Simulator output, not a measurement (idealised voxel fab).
Process module, titled voxel capacitor over wiring
Displayed cross-section: cut, width of 210 nm, square cells sized 5 nm.
We lay out every cross-section as a grid of square cells and spell it out in bands from the top down, where one band means one or more rows of cells.
Within each band entry, the heights of the top and of the bottom of the band appear first, in that order and in nm; the materials of the band then follow from left to right, each with its corresponding width in nm. The designation "all across" on a single material indicates that it fills the band from edge to edge; the designation "air" indicates empty space.
Heights are reckoned from 0. Under this level, the received wafer is all of one material. The bottommost band is open-ended downward, for example "0 down".
Quick explanation for "30..40": the width changes in equal steps down the rows of cells, from the first number in the band's top row to the second number in its bottom row.
A step reported as "remained unchanged" is a step in which no cell of the cross-section changed.
Each empty space that has no open way to the top and spans at least 8 cells appears under "Enclosed internal voids" as width x height at distance, the distance counted from the left edge, all in nm.
On each step's line, the part that comes after the settings is the simulator's own comment on the step.
overlay nm: where the mask lay relative to plan, measured to the right, on steps with a mask; negatives go left.

**Intended process steps**
1: RECEIVE with material Si
2: CONFORMAL_DEP with material SiO2, thk nm 15
3: DIRECTIONAL_DEP with material TiN, thk nm 5
4: DIRECTIONAL_DEP with material W, thk nm 25
5: MASKED_ETCH with tone cover, mask id METAL_1, width nm 20, pitch nm 80, etch materials W, depth nm 25, overlay nm 0
6: MASKED_ETCH with tone cover, mask id METAL_1, width nm 20, pitch nm 80, etch materials TiN, depth nm 5, overlay nm 0
7: CONFORMAL_DEP with material SiN, thk nm 5
8: FILL_DEP with material lowk, thk nm 5
9: CMP with height nm 45
10: CONFORMAL_DEP with material SiCN, thk nm 5
11: DIRECTIONAL_DEP with material SiO2, thk nm 10
12: MASKED_ETCH with tone open, mask id PLUG_1, width nm 15, etch materials SiO2, depth nm 10, overlay nm 0
13: MASKED_ETCH with tone open, mask id PLUG_1, width nm 15, etch materials SiCN, depth nm 5, overlay nm 0
14: CONFORMAL_DEP with material TiN, thk nm 5
15: FILL_DEP with material Cu, thk nm 5
16: CMP with height nm 60
17: DIRECTIONAL_DEP with material TiN, thk nm 5
18: DIRECTIONAL_DEP with material Al2O3, thk nm 5
19: DIRECTIONAL_DEP with material TiN, thk nm 10
20: DIRECTIONAL_DEP with material aC, thk nm 10
21: PATTERN with tone cover, mask id UPPER_PLATE, material resist, width nm 65, thk nm 25, overlay nm 0
22: DIRECTIONAL_ETCH with etch materials aC, depth nm 10
23: STRIP with etch materials resist
24: DIRECTIONAL_ETCH with etch materials TiN, depth nm 10
25: DIRECTIONAL_ETCH with etch materials Al2O3, depth nm 5
26: STRIP with etch materials aC
27: DIRECTIONAL_DEP with material aC, thk nm 10
28: PATTERN with tone cover, mask id LOWER_PLATE, material resist, width nm 75, thk nm 30, overlay nm 0
29: DIRECTIONAL_ETCH with etch materials aC, depth nm 10
30: STRIP with etch materials resist
31: DIRECTIONAL_ETCH with etch materials TiN, depth nm 5
32: STRIP with etch materials aC
33: FILL_DEP with material SiO2, thk nm 20
34: CMP with height nm 95
35: MASKED_ETCH with tone open, mask id PLUG_2, width nm 15, etch materials SiO2, depth nm 15, overlay nm 0
36: CONFORMAL_DEP with material TiN, thk nm 5
37: FILL_DEP with material Ru, thk nm 5
38: CMP with height nm 95
39: CONFORMAL_DEP with material SiCN, thk nm 5

**Wafer, first of two, run as planned**

**Wafer as received: cross-section following step 1**
* 0 down = Si all across
* Enclosed internal voids: none

**Step 2 done - wafer cross-section**
* 15 to 0 = SiO2 all across
* Heights below 0 show no change.

**Step 3 done - wafer cross-section**
* 20 to 15 = TiN all across
* Heights below 15 show no change.

**Step 4 done - wafer cross-section**
* 45 to 20 = W all across
* Heights below 20 show no change.

**Step 5 done - wafer cross-section**
* 45 to 20 = air (55), W (20), air (60), W (20), air (55)
* Heights below 20 show no change.

**Step 6 done - wafer cross-section**
* 45 to 20 = air (55), W (20), air (60), W (20), air (55)
* 20 to 15 = air (55), TiN (20), air (60), TiN (20), air (55)
* Heights below 15 show no change.

**Step 7 done - wafer cross-section**
* 50 to 45 = air (50), SiN (30), air (50), SiN (30), air (50)
* 45 to 20 = air (50), SiN (5), W (20), SiN (5), air (50), SiN (5), W (20), SiN (5), air (50)
* 20 to 15 = SiN (55), TiN (20), SiN (60), TiN (20), SiN (55)
* Heights below 15 show no change.

**Step 8 done - wafer cross-section**
* 55 to 50 = lowk all across
* 50 to 45 = lowk (50), SiN (30), lowk (50), SiN (30), lowk (50)
* 45 to 20 = lowk (50), SiN (5), W (20), SiN (5), lowk (50), SiN (5), W (20), SiN (5), lowk (50)
* Heights below 20 show no change.

**Step 9 done - wafer cross-section**
* 45 to 20 = lowk (50), SiN (5), W (20), SiN (5), lowk (50), SiN (5), W (20), SiN (5), lowk (50)
* Heights below 20 show no change.

**Step 10 done - wafer cross-section**
* 50 to 45 = SiCN all across
* Heights below 45 show no change.

**Step 11 done - wafer cross-section**
* 60 to 50 = SiO2 all across
* Heights below 50 show no change.

**Step 12 done - wafer cross-section**
* 60 to 50 = SiO2 (60), air (15), SiO2 (135)
* Heights below 50 show no change.

**Step 13 done - wafer cross-section**
* 60 to 50 = SiO2 (60), air (15), SiO2 (135)
* 50 to 45 = SiCN (60), air (15), SiCN (135)
* Heights below 45 show no change.

**Step 14 done - wafer cross-section**
* 65 to 60 = TiN (65), air (5), TiN (140)
* 60 to 50 = SiO2 (60), TiN (5), air (5), TiN (5), SiO2 (135)
* 50 to 45 = SiCN (60), TiN (15), SiCN (135)
* Heights below 45 show no change.

**Step 15 done - wafer cross-section**
* 70 to 65 = Cu all across
* 65 to 60 = TiN (65), Cu (5), TiN (140)
* 60 to 50 = SiO2 (60), TiN (5), Cu (5), TiN (5), SiO2 (135)
* Heights below 50 show no change.

**Step 16 done - wafer cross-section**
* 60 to 50 = SiO2 (60), TiN (5), Cu (5), TiN (5), SiO2 (135)
* Heights below 50 show no change.

**Step 17 done - wafer cross-section**
* 65 to 60 = TiN all across
* Heights below 60 show no change.

**Step 18 done - wafer cross-section**
* 70 to 65 = Al2O3 all across
* Heights below 65 show no change.

**Step 19 done - wafer cross-section**
* 80 to 70 = TiN all across
* Heights below 70 show no change.

**Step 20 done - wafer cross-section**
* 90 to 80 = aC all across
* Heights below 80 show no change.

**Step 21 done - wafer cross-section**
* 115 to 90 = air (60), resist (65), air (85)
* Heights below 90 show no change.

**Step 22 done - wafer cross-section**
* 105 to 90 = air (60), resist (65), air (85)
* 90 to 80 = air (60), aC (65), air (85)
* Heights below 80 show no change.

**Step 23 done - wafer cross-section**
* 90 to 80 = air (60), aC (65), air (85)
* Heights below 80 show no change.

**Step 24 done - wafer cross-section**
* 90 to 80 = air (60), aC (65), air (85)
* 80 to 70 = air (60), TiN (65), air (85)
* Heights below 70 show no change.

**Step 25 done - wafer cross-section**
* 90 to 80 = air (60), aC (65), air (85)
* 80 to 70 = air (60), TiN (65), air (85)
* 70 to 65 = air (60), Al2O3 (65), air (85)
* Heights below 65 show no change.

**Step 26 done - wafer cross-section**
* 80 to 70 = air (60), TiN (65), air (85)
* Heights below 70 show no change.

**Step 27 done - wafer cross-section**
* 90 to 80 = air (60), aC (65), air (85)
* 80 to 75 = air (60), TiN (65), air (85)
* 75 to 70 = aC (60), TiN (65), aC (85)
* 70 to 65 = aC (60), Al2O3 (65), aC (85)
* Heights below 65 show no change.

**Step 28 done - wafer cross-section**
* 120 to 90 = air (55), resist (75), air (80)
* 90 to 80 = air (55), resist (5), aC (65), resist (5), air (80)
* 80 to 75 = air (55), resist (5), TiN (65), resist (5), air (80)
* Heights below 75 show no change.

**Step 29 done - wafer cross-section**
* 110 to 90 = air (55), resist (75), air (80)
* 90 to 80 = air (55), resist (5), aC (65), resist (5), air (80)
* 80 to 75 = air (55), resist (5), TiN (65), resist (5), air (80)
* 75 to 70 = air (55), aC (5), TiN (65), aC (5), air (80)
* 70 to 65 = air (55), aC (5), Al2O3 (65), aC (5), air (80)
* Heights below 65 show no change.

**Step 30 done - wafer cross-section**
* 90 to 80 = air (60), aC (65), air (85)
* 80 to 75 = air (60), TiN (65), air (85)
* Heights below 75 show no change.

**Step 31 done - wafer cross-section**
* 90 to 80 = air (60), aC (65), air (85)
* 80 to 75 = air (60), TiN (65), air (85)
* 75 to 70 = air (55), aC (5), TiN (65), aC (5), air (80)
* 70 to 65 = air (55), aC (5), Al2O3 (65), aC (5), air (80)
* 65 to 60 = air (55), TiN (75), air (80)
* Heights below 60 show no change.

**Step 32 done - wafer cross-section**
* 80 to 70 = air (60), TiN (65), air (85)
* 70 to 65 = air (60), Al2O3 (65), air (85)
* Heights below 65 show no change.

**Step 33 done - wafer cross-section**
* 100 to 80 = SiO2 all across
* 80 to 70 = SiO2 (60), TiN (65), SiO2 (85)
* 70 to 65 = SiO2 (60), Al2O3 (65), SiO2 (85)
* 65 to 60 = SiO2 (55), TiN (75), SiO2 (80)
* Heights below 60 show no change.

**Step 34 done - wafer cross-section**
* 95 to 80 = SiO2 all across
* Heights below 80 show no change.

**Step 35 done - wafer cross-section**
* 95 to 80 = SiO2 (70), air (15), SiO2 (125)
* Heights below 80 show no change.

**Step 36 done - wafer cross-section**
* 100 to 95 = TiN (75), air (5), TiN (130)
* 95 to 85 = SiO2 (70), TiN (5), air (5), TiN (5), SiO2 (125)
* 85 to 80 = SiO2 (70), TiN (15), SiO2 (125)
* Heights below 80 show no change.

**Step 37 done - wafer cross-section**
* 105 to 100 = Ru all across
* 100 to 95 = TiN (75), Ru (5), TiN (130)
* 95 to 85 = SiO2 (70), TiN (5), Ru (5), TiN (5), SiO2 (125)
* Heights below 85 show no change.

**Step 38 done - wafer cross-section**
* 95 to 85 = SiO2 (70), TiN (5), Ru (5), TiN (5), SiO2 (125)
* Heights below 85 show no change.

**Step 39 done - wafer cross-section**
* 100 to 95 = SiCN all across
* Heights below 95 show no change.

**Here the second wafer is described. Its start and its plan were those of the first wafer. Its run contained one mistake. Up to and including step 14, it did exactly what the first wafer did**

**X-section, second wafer, when step 15 was due to finish**
* 70 to 65 = Al2O3 all across
* 65 to 60 = TiN (65), Al2O3 (5), TiN (140)
* 60 to 50 = SiO2 (60), TiN (5), Al2O3 (5), TiN (5), SiO2 (135)
* Heights below 50 show no change.

**X-section, second wafer, when step 16 was due to finish**
* 60 to 50 = SiO2 (60), TiN (5), Al2O3 (5), TiN (5), SiO2 (135)
* Heights below 50 show no change.

**X-section, second wafer, when step 17 was due to finish**
* 65 to 60 = TiN all across
* Heights below 60 show no change.

**X-section, second wafer, when step 18 was due to finish**
* 70 to 65 = Al2O3 all across
* Heights below 65 show no change.

**X-section, second wafer, when step 19 was due to finish**
* 80 to 70 = TiN all across
* Heights below 70 show no change.

**X-section, second wafer, when step 20 was due to finish**
* 90 to 80 = aC all across
* Heights below 80 show no change.

**X-section, second wafer, when step 21 was due to finish**
* 115 to 90 = air (60), resist (65), air (85)
* Heights below 90 show no change.

**X-section, second wafer, when step 22 was due to finish**
* 105 to 90 = air (60), resist (65), air (85)
* 90 to 80 = air (60), aC (65), air (85)
* Heights below 80 show no change.

**X-section, second wafer, when step 23 was due to finish**
* 90 to 80 = air (60), aC (65), air (85)
* Heights below 80 show no change.

**X-section, second wafer, when step 24 was due to finish**
* 90 to 80 = air (60), aC (65), air (85)
* 80 to 70 = air (60), TiN (65), air (85)
* Heights below 70 show no change.

**X-section, second wafer, when step 25 was due to finish**
* 90 to 80 = air (60), aC (65), air (85)
* 80 to 70 = air (60), TiN (65), air (85)
* 70 to 65 = air (60), Al2O3 (65), air (85)
* Heights below 65 show no change.

**X-section, second wafer, when step 26 was due to finish**
* 80 to 70 = air (60), TiN (65), air (85)
* Heights below 70 show no change.

**X-section, second wafer, when step 27 was due to finish**
* 90 to 80 = air (60), aC (65), air (85)
* 80 to 75 = air (60), TiN (65), air (85)
* 75 to 70 = aC (60), TiN (65), aC (85)
* 70 to 65 = aC (60), Al2O3 (65), aC (85)
* Heights below 65 show no change.

**X-section, second wafer, when step 28 was due to finish**
* 120 to 90 = air (55), resist (75), air (80)
* 90 to 80 = air (55), resist (5), aC (65), resist (5), air (80)
* 80 to 75 = air (55), resist (5), TiN (65), resist (5), air (80)
* Heights below 75 show no change.

**X-section, second wafer, when step 29 was due to finish**
* 110 to 90 = air (55), resist (75), air (80)
* 90 to 80 = air (55), resist (5), aC (65), resist (5), air (80)
* 80 to 75 = air (55), resist (5), TiN (65), resist (5), air (80)
* 75 to 70 = air (55), aC (5), TiN (65), aC (5), air (80)
* 70 to 65 = air (55), aC (5), Al2O3 (65), aC (5), air (80)
* Heights below 65 show no change.

**X-section, second wafer, when step 30 was due to finish**
* 90 to 80 = air (60), aC (65), air (85)
* 80 to 75 = air (60), TiN (65), air (85)
* Heights below 75 show no change.

**X-section, second wafer, when step 31 was due to finish**
* 90 to 80 = air (60), aC (65), air (85)
* 80 to 75 = air (60), TiN (65), air (85)
* 75 to 70 = air (55), aC (5), TiN (65), aC (5), air (80)
* 70 to 65 = air (55), aC (5), Al2O3 (65), aC (5), air (80)
* 65 to 60 = air (55), TiN (75), air (80)
* Heights below 60 show no change.

**X-section, second wafer, when step 32 was due to finish**
* 80 to 70 = air (60), TiN (65), air (85)
* 70 to 65 = air (60), Al2O3 (65), air (85)
* Heights below 65 show no change.

**X-section, second wafer, when step 33 was due to finish**
* 100 to 80 = SiO2 all across
* 80 to 70 = SiO2 (60), TiN (65), SiO2 (85)
* 70 to 65 = SiO2 (60), Al2O3 (65), SiO2 (85)
* 65 to 60 = SiO2 (55), TiN (75), SiO2 (80)
* Heights below 60 show no change.

**X-section, second wafer, when step 34 was due to finish**
* 95 to 80 = SiO2 all across
* Heights below 80 show no change.

**X-section, second wafer, when step 35 was due to finish**
* 95 to 80 = SiO2 (70), air (15), SiO2 (125)
* Heights below 80 show no change.

**X-section, second wafer, when step 36 was due to finish**
* 100 to 95 = TiN (75), air (5), TiN (130)
* 95 to 85 = SiO2 (70), TiN (5), air (5), TiN (5), SiO2 (125)
* 85 to 80 = SiO2 (70), TiN (15), SiO2 (125)
* Heights below 80 show no change.

**X-section, second wafer, when step 37 was due to finish**
* 105 to 100 = Ru all across
* 100 to 95 = TiN (75), Ru (5), TiN (130)
* 95 to 85 = SiO2 (70), TiN (5), Ru (5), TiN (5), SiO2 (125)
* Heights below 85 show no change.

**X-section, second wafer, when step 38 was due to finish**
* 95 to 85 = SiO2 (70), TiN (5), Ru (5), TiN (5), SiO2 (125)
* Heights below 85 show no change.

**X-section, second wafer, when step 39 was due to finish**
* 100 to 95 = SiCN all across
* Heights below 95 show no change.
What was done differently from what was planned? step 15 changed vs plan, executed as FILL_DEP with material Al2O3, thk nm 5
Final comparison by cell count, materials where the second wafer has more or fewer than the first: Al2O3: 2 more | Cu: 2 fewer
